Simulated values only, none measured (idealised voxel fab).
Process module in this document: voxel ribs on slabs
The width of the displayed cross-section, cut, is 175 nm; its cells are square, with a size of 5 nm.
A cross-section in this document is a grid of square cells, and it is written down as bands, the top band listed before the ones below it; a band is made up of one or more rows of cells.
Band: top and bottom heights (nm) first, top before bottom; then materials from left to right, widths in nm. "everywhere" marks a sole material filling the band edge to edge. "air" denotes empty space.
Beneath 0, the wafer as received is one material, and that level is where height counting begins. The lowest band goes on downward without a bottom; it is written like "z 0 and below".
Width: "30->40" (first number = top row, second number = bottom row, same change from row to row of cells).
Any step labelled "stayed the same" changed none of the cells in the cross-section.
For the entry "Enclosed void catalog", the listed items are empty spaces with no open way to the top whose size is 8 cells or more; each item follows the pattern width x height at distance, where distance is from the left edge and all three are in nm.
Step line, after settings: the simulator's comment on this step.
The optional step-line setting "overlay nm" applies to steps with a mask and quantifies how far to the right of its planned location the mask lay, a negative value indicating leftward placement.

Below is the list of planned process steps
step 1: RECEIVE,material Si
step 2: DIRECTIONAL_DEP,material SiO2,thk nm 25
step 3: DIRECTIONAL_DEP,material polySi,thk nm 15
step 4: DIRECTIONAL_DEP,material aC,thk nm 10
step 5: PATTERN,tone cover,mask id RIB,material resist,width nm 20,thk nm 25,overlay nm 0
step 6: DIRECTIONAL_ETCH,etch materials aC,depth nm 10
step 7: STRIP,etch materials resist
step 8: DIRECTIONAL_ETCH,etch materials polySi,depth nm 10
step 9: STRIP,etch materials aC
step 10: PATTERN,tone cover,mask id SLAB,material resist,width nm 70,thk nm 15,overlay nm 0
step 11: DIRECTIONAL_ETCH,etch materials polySi,depth nm 5
step 12: STRIP,etch materials resist
step 13: FILL_DEP,material SiO2,thk nm 25
step 14: CMP,height nm 60
step 15: DIRECTIONAL_DEP,material TiN,thk nm 10
step 16: DIRECTIONAL_DEP,material aC,thk nm 15
step 17: PATTERN,tone cover,mask id HEATER,material resist,width nm 30,thk nm 35,overlay nm 0
step 18: DIRECTIONAL_ETCH,etch materials aC,depth nm 15
step 19: STRIP,etch materials resist
step 20: DIRECTIONAL_ETCH,etch materials TiN,depth nm 10
step 21: STRIP,etch materials aC
step 22: CONFORMAL_DEP,material SiO2,thk nm 5

Wafer, first of two, run as planned

Shown in cross-section is the wafer as received, that is, as it stands after step 1
    z 0 and below: Si everywhere
    Enclosed void catalog: none

The wafer in cross-section once step 2 is complete
    z 25 to 0: SiO2 everywhere
    Unchanged below 0.

The wafer in cross-section once step 3 is complete
    z 40 to 25: polySi everywhere
    Unchanged below 25.

The wafer in cross-section once step 4 is complete
    z 50 to 40: aC everywhere
    Unchanged below 40.

The wafer in cross-section once step 5 is complete
    z 75 to 50: 75 of air, 20 of resist, 80 of air
    Unchanged below 50.

The wafer in cross-section once step 6 is complete
    z 65 to 50: 75 of air, 20 of resist, 80 of air
    z 50 to 40: 75 of air, 20 of aC, 80 of air
    Unchanged below 40.

The wafer in cross-section once step 7 is complete
    z 50 to 40: 75 of air, 20 of aC, 80 of air
    Unchanged below 40.

The wafer in cross-section once step 8 is complete
    z 50 to 40: 75 of air, 20 of aC, 80 of air
    z 40 to 30: 75 of air, 20 of polySi, 80 of air
    Unchanged below 30.

The wafer in cross-section once step 9 is complete
    z 40 to 30: 75 of air, 20 of polySi, 80 of air
    Unchanged below 30.

The wafer in cross-section once step 10 is complete
    z 55 to 40: 50 of air, 70 of resist, 55 of air
    z 40 to 30: 50 of air, 25 of resist, 20 of polySi, 25 of resist, 55 of air
    Unchanged below 30.

The wafer in cross-section once step 11 is complete
    z 55 to 40: 50 of air, 70 of resist, 55 of air
    z 40 to 30: 50 of air, 25 of resist, 20 of polySi, 25 of resist, 55 of air
    z 30 to 25: 50 of air, 70 of polySi, 55 of air
    Unchanged below 25.

The wafer in cross-section once step 12 is complete
    z 40 to 30: 75 of air, 20 of polySi, 80 of air
    Unchanged below 30.

The wafer in cross-section once step 13 is complete
    z 65 to 40: SiO2 everywhere
    z 40 to 30: 75 of SiO2, 20 of polySi, 80 of SiO2
    z 30 to 25: 50 of SiO2, 70 of polySi, 55 of SiO2
    Unchanged below 25.

The wafer in cross-section once step 14 is complete
    z 60 to 40: SiO2 everywhere
    Unchanged below 40.

The wafer in cross-section once step 15 is complete
    z 70 to 60: TiN everywhere
    Unchanged below 60.

The wafer in cross-section once step 16 is complete
    z 85 to 70: aC everywhere
    Unchanged below 70.

The wafer in cross-section once step 17 is complete
    z 120 to 85: 70 of air, 30 of resist, 75 of air
    Unchanged below 85.

The wafer in cross-section once step 18 is complete
    z 105 to 85: 70 of air, 30 of resist, 75 of air
    z 85 to 70: 70 of air, 30 of aC, 75 of air
    Unchanged below 70.

The wafer in cross-section once step 19 is complete
    z 85 to 70: 70 of air, 30 of aC, 75 of air
    Unchanged below 70.

The wafer in cross-section once step 20 is complete
    z 85 to 70: 70 of air, 30 of aC, 75 of air
    z 70 to 60: 70 of air, 30 of TiN, 75 of air
    Unchanged below 60.

The wafer in cross-section once step 21 is complete
    z 70 to 60: 70 of air, 30 of TiN, 75 of air
    Unchanged below 60.

The wafer in cross-section once step 22 is complete
    z 75 to 70: 65 of air, 40 of SiO2, 70 of air
    z 70 to 65: 65 of air, 5 of SiO2, 30 of TiN, 5 of SiO2, 70 of air
    z 65 to 60: 70 of SiO2, 30 of TiN, 75 of SiO2
    Unchanged below 60.

Wafer two: like wafer one in start and plan, but with one mistake in execution; identical up to and including step 4

Second wafer profile in section, at the moment step 5 of the plan was meant to be complete
    z 75 to 50: 75 of resist, 20 of air, 80 of resist
    Unchanged below 50.

Second wafer profile in section, at the moment step 6 of the plan was meant to be complete
    z 65 to 50: 75 of resist, 20 of air, 80 of resist
    z 50 to 40: 75 of aC, 20 of air, 80 of aC
    Unchanged below 40.

Second wafer profile in section, at the moment step 7 of the plan was meant to be complete
    z 50 to 40: 75 of aC, 20 of air, 80 of aC
    Unchanged below 40.

Second wafer profile in section, at the moment step 8 of the plan was meant to be complete
    z 50 to 40: 75 of aC, 20 of air, 80 of aC
    z 40 to 30: 75 of polySi, 20 of air, 80 of polySi
    Unchanged below 30.

Second wafer profile in section, at the moment step 9 of the plan was meant to be complete
    z 40 to 30: 75 of polySi, 20 of air, 80 of polySi
    Unchanged below 30.

Second wafer profile in section, at the moment step 10 of the plan was meant to be complete
    z 55 to 40: 50 of air, 70 of resist, 55 of air
    z 40 to 30: 75 of polySi, 20 of resist, 80 of polySi
    Unchanged below 30.

Second wafer profile in section, at the moment step 11 of the plan was meant to be complete
    z 55 to 40: 50 of air, 70 of resist, 55 of air
    z 40 to 35: 50 of air, 25 of polySi, 20 of resist, 25 of polySi, 55 of air
    Unchanged below 35.

Second wafer profile in section, at the moment step 12 of the plan was meant to be complete
    z 40 to 35: 50 of air, 25 of polySi, 20 of air, 25 of polySi, 55 of air
    z 35 to 30: 75 of polySi, 20 of air, 80 of polySi
    Unchanged below 30.

Second wafer profile in section, at the moment step 13 of the plan was meant to be complete
    z 65 to 40: SiO2 everywhere
    z 40 to 35: 50 of SiO2, 25 of polySi, 20 of SiO2, 25 of polySi, 55 of SiO2
    z 35 to 30: 75 of polySi, 20 of SiO2, 80 of polySi
    Unchanged below 30.

Second wafer profile in section, at the moment step 14 of the plan was meant to be complete
    z 60 to 40: SiO2 everywhere
    Unchanged below 40.

Second wafer profile in section, at the moment step 15 of the plan was meant to be complete
    z 70 to 60: TiN everywhere
    Unchanged below 60.

Second wafer profile in section, at the moment step 16 of the plan was meant to be complete
    z 85 to 70: aC everywhere
    Unchanged below 70.

Second wafer profile in section, at the moment step 17 of the plan was meant to be complete
    z 120 to 85: 70 of air, 30 of resist, 75 of air
    Unchanged below 85.

Second wafer profile in section, at the moment step 18 of the plan was meant to be complete
    z 105 to 85: 70 of air, 30 of resist, 75 of air
    z 85 to 70: 70 of air, 30 of aC, 75 of air
    Unchanged below 70.

Second wafer profile in section, at the moment step 19 of the plan was meant to be complete
    z 85 to 70: 70 of air, 30 of aC, 75 of air
    Unchanged below 70.

Second wafer profile in section, at the moment step 20 of the plan was meant to be complete
    z 85 to 70: 70 of air, 30 of aC, 75 of air
    z 70 to 60: 70 of air, 30 of TiN, 75 of air
    Unchanged below 60.

Second wafer profile in section, at the moment step 21 of the plan was meant to be complete
    z 70 to 60: 70 of air, 30 of TiN, 75 of air
    Unchanged below 60.

Second wafer profile in section, at the moment step 22 of the plan was meant to be complete
    z 75 to 70: 65 of air, 40 of SiO2, 70 of air
    z 70 to 65: 65 of air, 5 of SiO2, 30 of TiN, 5 of SiO2, 70 of air
    z 65 to 60: 70 of SiO2, 30 of TiN, 75 of SiO2
    Unchanged below 60.
Deviation noted in wafer processing: in deviation from the planned setting, step 5 was conducted as PATTERN,tone open,mask id RIB,material resist,width nm 20,thk nm 25,overlay nm 0
The final cell counts differ between the wafers, with the second having more or fewer of some materials than the first: 54 fewer of SiO2; 54 more of polySi
